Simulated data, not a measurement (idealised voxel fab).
voxel trench capacitor: a process module
It is cross-section cut that appears here, measuring 245 nm in width, its square cells being 5 nm in size.
A cross-section is a grid of square cells, given in bands from the top down. A band is one or more rows of cells.
Heights first: top, then bottom, in nm. Then materials, left to right, each with a width in nm. "edge to edge" on a single material: fills the band edge to edge. "blank": empty space.
Heads up on the height convention: 0 is the point under which the incoming wafer is all one material, and the lowest band has no bottom, it just keeps going down, like "0 -> down".
With a width like "30..40", each row of cells in the band differs from the next by the same amount, the top row carrying the first number and the bottom row the second.
The designation "remained unchanged", where it is given for a processing step, indicates that no cell of the cross-section was altered in the course of that step.
Listed in "Sealed void inventory": every empty space of 8 or more cells without an open way to the top. Form: width x height at distance, the distance being from the left edge, all in nm.
Anything after a step's settings on that line? It's the simulator's own note about the step.
You can add "overlay nm" to a step's line. For a step with a mask, it describes how far the mask lay to the right of its planned position, and a negative number describes a lay to the left.
Pairs follow: section before one process step, section after it down to the lowest changed band, step with settings underneath. Pairs may come from different runs of this module on the same starting wafer; continuity with the pair above only as stated in the "Snapshot before" entry.
[Snapshot before]
* 5 -> 0  SiN=70 / blank=25 / SiN=15 / blank=25 / SiN=15 / blank=25 / SiN=70
* 0 -> -30  Si=70 / blank=25 / Si=15 / blank=25 / Si=15 / blank=25 / Si=70
* -30 -> down  Si edge to edge
* Sealed void inventory: none
[Resulting Structure]
* 10 -> 5  aC=75 / blank=15 / aC=25 / blank=15 / aC=25 / blank=15 / aC=75
* 5 -> 0  SiN=70 / aC=5 / blank=15 / aC=5 / SiN=15 / aC=5 / blank=15 / aC=5 / SiN=15 / aC=5 / blank=15 / aC=5 / SiN=70
* 0 -> -25  Si=70 / aC=5 / blank=15 / aC=5 / Si=15 / aC=5 / blank=15 / aC=5 / Si=15 / aC=5 / blank=15 / aC=5 / Si=70
* -25 -> -30  Si=70 / aC=25 / Si=15 / aC=25 / Si=15 / aC=25 / Si=70
* All layers under -30 are left as they were.
* Sealed void inventory: none
Process step bridging the above cross-sections: op CONFORMAL_DEP | material aC | thk nm 5
Snapshot before: after-step cross-section of the pair just above applies.
[Resulting Structure]
* 15 -> 10  TiN=80 / blank=5 / TiN=35 / blank=5 / TiN=35 / blank=5 / TiN=80
* 10 -> 5  aC=75 / TiN=5 / blank=5 / TiN=5 / aC=25 / TiN=5 / blank=5 / TiN=5 / aC=25 / TiN=5 / blank=5 / TiN=5 / aC=75
* 5 -> 0  SiN=70 / aC=5 / TiN=5 / blank=5 / TiN=5 / aC=5 / SiN=15 / aC=5 / TiN=5 / blank=5 / TiN=5 / aC=5 / SiN=15 / aC=5 / TiN=5 / blank=5 / TiN=5 / aC=5 / SiN=70
* 0 -> -20  Si=70 / aC=5 / TiN=5 / blank=5 / TiN=5 / aC=5 / Si=15 / aC=5 / TiN=5 / blank=5 / TiN=5 / aC=5 / Si=15 / aC=5 / TiN=5 / blank=5 / TiN=5 / aC=5 / Si=70
* -20 -> -25  Si=70 / aC=5 / TiN=15 / aC=5 / Si=15 / aC=5 / TiN=15 / aC=5 / Si=15 / aC=5 / TiN=15 / aC=5 / Si=70
* All layers under -25 are left as they were.
* Sealed void inventory: none
Process step bridging the above cross-sections: op CONFORMAL_DEP | material TiN | thk nm 5
Snapshot before: after-step cross-section of the pair just above applies.
[Resulting Structure]
* 20 -> 15  W edge to edge
* 15 -> 10  TiN=80 / W=5 / TiN=35 / W=5 / TiN=35 / W=5 / TiN=80
* 10 -> 5  aC=75 / TiN=5 / W=5 / TiN=5 / aC=25 / TiN=5 / W=5 / TiN=5 / aC=25 / TiN=5 / W=5 / TiN=5 / aC=75
* 5 -> 0  SiN=70 / aC=5 / TiN=5 / W=5 / TiN=5 / aC=5 / SiN=15 / aC=5 / TiN=5 / W=5 / TiN=5 / aC=5 / SiN=15 / aC=5 / TiN=5 / W=5 / TiN=5 / aC=5 / SiN=70
* 0 -> -20  Si=70 / aC=5 / TiN=5 / W=5 / TiN=5 / aC=5 / Si=15 / aC=5 / TiN=5 / W=5 / TiN=5 / aC=5 / Si=15 / aC=5 / TiN=5 / W=5 / TiN=5 / aC=5 / Si=70
* All layers under -20 are left as they were.
* Sealed void inventory: none
Process step bridging the above cross-sections: op FILL_DEP | material W | thk nm 5
Snapshot before: after-step cross-section of the pair just above applies.
[Resulting Structure]
* 5 -> 0  SiN=70 / aC=5 / TiN=5 / W=5 / TiN=5 / aC=5 / SiN=15 / aC=5 / TiN=5 / W=5 / TiN=5 / aC=5 / SiN=15 / aC=5 / TiN=5 / W=5 / TiN=5 / aC=5 / SiN=70
* All layers under 0 are left as they were.
* Sealed void inventory: none
Process step bridging the above cross-sections: op CMP | height nm 5
[Snapshot before]
* 15 -> 5  aC edge to edge
* 5 -> 0  SiN edge to edge
* 0 -> down  Si edge to edge
* Sealed void inventory: none
[Resulting Structure]
* 40 -> 15  blank=70 / resist=25 / blank=15 / resist=25 / blank=15 / resist=25 / blank=70
* All layers under 15 are left as they were.
* Sealed void inventory: none
Process step bridging the above cross-sections: op PATTERN | tone cover | mask id TRENCH | material resist | width nm 25 | pitch nm 40 | thk nm 25 | overlay nm 0
Snapshot before: after-step cross-section of the pair just above applies.
[Resulting Structure]
* 30 -> 15  blank=70 / resist=25 / blank=15 / resist=25 / blank=15 / resist=25 / blank=70
* 15 -> 5  blank=70 / aC=25 / blank=15 / aC=25 / blank=15 / aC=25 / blank=70
* All layers under 5 are left as they were.
* Sealed void inventory: none
Process step bridging the above cross-sections: op DIRECTIONAL_ETCH | etch materials aC | depth nm 10
Snapshot before: after-step cross-section of the pair just above applies.
[Resulting Structure]
* 15 -> 5  blank=70 / aC=25 / blank=15 / aC=25 / blank=15 / aC=25 / blank=70
* All layers under 5 are left as they were.
* Sealed void inventory: none
Process step bridging the above cross-sections: op STRIP | etch materials resist
Snapshot before: after-step cross-section of the pair just above applies.
[Resulting Structure]
* 15 -> 5  blank=70 / aC=25 / blank=15 / aC=25 / blank=15 / aC=25 / blank=70
* 5 -> 0  blank=70 / SiN=25 / blank=15 / SiN=25 / blank=15 / SiN=25 / blank=70
* All layers under 0 are left as they were.
* Sealed void inventory: none
Process step bridging the above cross-sections: op DIRECTIONAL_ETCH | etch materials SiN | depth nm 5
Snapshot before: after-step cross-section of the pair just above applies.
[Resulting Structure]
* 15 -> 5  blank=70 / aC=25 / blank=15 / aC=25 / blank=15 / aC=25 / blank=70
* 5 -> 0  blank=70 / SiN=25 / blank=15 / SiN=25 / blank=15 / SiN=25 / blank=70
* 0 -> -30  blank=70 / Si=25 / blank=15 / Si=25 / blank=15 / Si=25 / blank=70
* All layers under -30 are left as they were.
* Sealed void inventory: none
Process step bridging the above cross-sections: op DIRECTIONAL_ETCH | etch materials Si | depth nm 30
Snapshot before: after-step cross-section of the pair just above applies.
[Resulting Structure]
* 5 -> 0  blank=70 / SiN=25 / blank=15 / SiN=25 / blank=15 / SiN=25 / blank=70
* All layers under 0 are left as they were.
* Sealed void inventory: none
Process step bridging the above cross-sections: op STRIP | etch materials aC
Snapshot before: after-step cross-section of the pair just above applies.
[Resulting Structure]
* 10 -> 5  blank=65 / HfO2=35 / blank=5 / HfO2=35 / blank=5 / HfO2=35 / blank=65
* 5 -> 0  blank=65 / HfO2=5 / SiN=25 / HfO2=5 / blank=5 / HfO2=5 / SiN=25 / HfO2=5 / blank=5 / HfO2=5 / SiN=25 / HfO2=5 / blank=65
* 0 -> -25  blank=65 / HfO2=5 / Si=25 / HfO2=5 / blank=5 / HfO2=5 / Si=25 / HfO2=5 / blank=5 / HfO2=5 / Si=25 / HfO2=5 / blank=65
* -25 -> -30  HfO2=70 / Si=25 / HfO2=15 / Si=25 / HfO2=15 / Si=25 / HfO2=70
* All layers under -30 are left as they were.
* Sealed void inventory: none
Process step bridging the above cross-sections: op CONFORMAL_DEP | material HfO2 | thk nm 5
Snapshot before: after-step cross-section of the pair just above applies.
[Resulting Structure]
* 15 -> 10  blank=60 / TiN=125 / blank=60
* 10 -> 5  blank=60 / TiN=5 / HfO2=35 / TiN=5 / HfO2=35 / TiN=5 / HfO2=35 / TiN=5 / blank=60
* 5 -> 0  blank=60 / TiN=5 / HfO2=5 / SiN=25 / HfO2=5 / TiN=5 / HfO2=5 / SiN=25 / HfO2=5 / TiN=5 / HfO2=5 / SiN=25 / HfO2=5 / TiN=5 / blank=60
* 0 -> -20  blank=60 / TiN=5 / HfO2=5 / Si=25 / HfO2=5 / TiN=5 / HfO2=5 / Si=25 / HfO2=5 / TiN=5 / HfO2=5 / Si=25 / HfO2=5 / TiN=5 / blank=60
* -20 -> -25  TiN=65 / HfO2=5 / Si=25 / HfO2=5 / TiN=5 / HfO2=5 / Si=25 / HfO2=5 / TiN=5 / HfO2=5 / Si=25 / HfO2=5 / TiN=65
* All layers under -25 are left as they were.
* Sealed void inventory: none
Process step bridging the above cross-sections: op CONFORMAL_DEP | material TiN | thk nm 5
Snapshot before: after-step cross-section of the pair just above applies.
[Resulting Structure]
* 20 -> 15  W edge to edge
* 15 -> 10  W=60 / TiN=125 / W=60
* 10 -> 5  W=60 / TiN=5 / HfO2=35 / TiN=5 / HfO2=35 / TiN=5 / HfO2=35 / TiN=5 / W=60
* 5 -> 0  W=60 / TiN=5 / HfO2=5 / SiN=25 / HfO2=5 / TiN=5 / HfO2=5 / SiN=25 / HfO2=5 / TiN=5 / HfO2=5 / SiN=25 / HfO2=5 / TiN=5 / W=60
* 0 -> -20  W=60 / TiN=5 / HfO2=5 / Si=25 / HfO2=5 / TiN=5 / HfO2=5 / Si=25 / HfO2=5 / TiN=5 / HfO2=5 / Si=25 / HfO2=5 / TiN=5 / W=60
* All layers under -20 are left as they were.
* Sealed void inventory: none
Process step bridging the above cross-sections: op FILL_DEP | material W | thk nm 5
Snapshot before: after-step cross-section of the pair just above applies.
[Resulting Structure]
* 5 -> 0  W=60 / TiN=5 / HfO2=5 / SiN=25 / HfO2=5 / TiN=5 / HfO2=5 / SiN=25 / HfO2=5 / TiN=5 / HfO2=5 / SiN=25 / HfO2=5 / TiN=5 / W=60
* All layers under 0 are left as they were.
* Sealed void inventory: none
Process step bridging the above cross-sections: op CMP | height nm 5
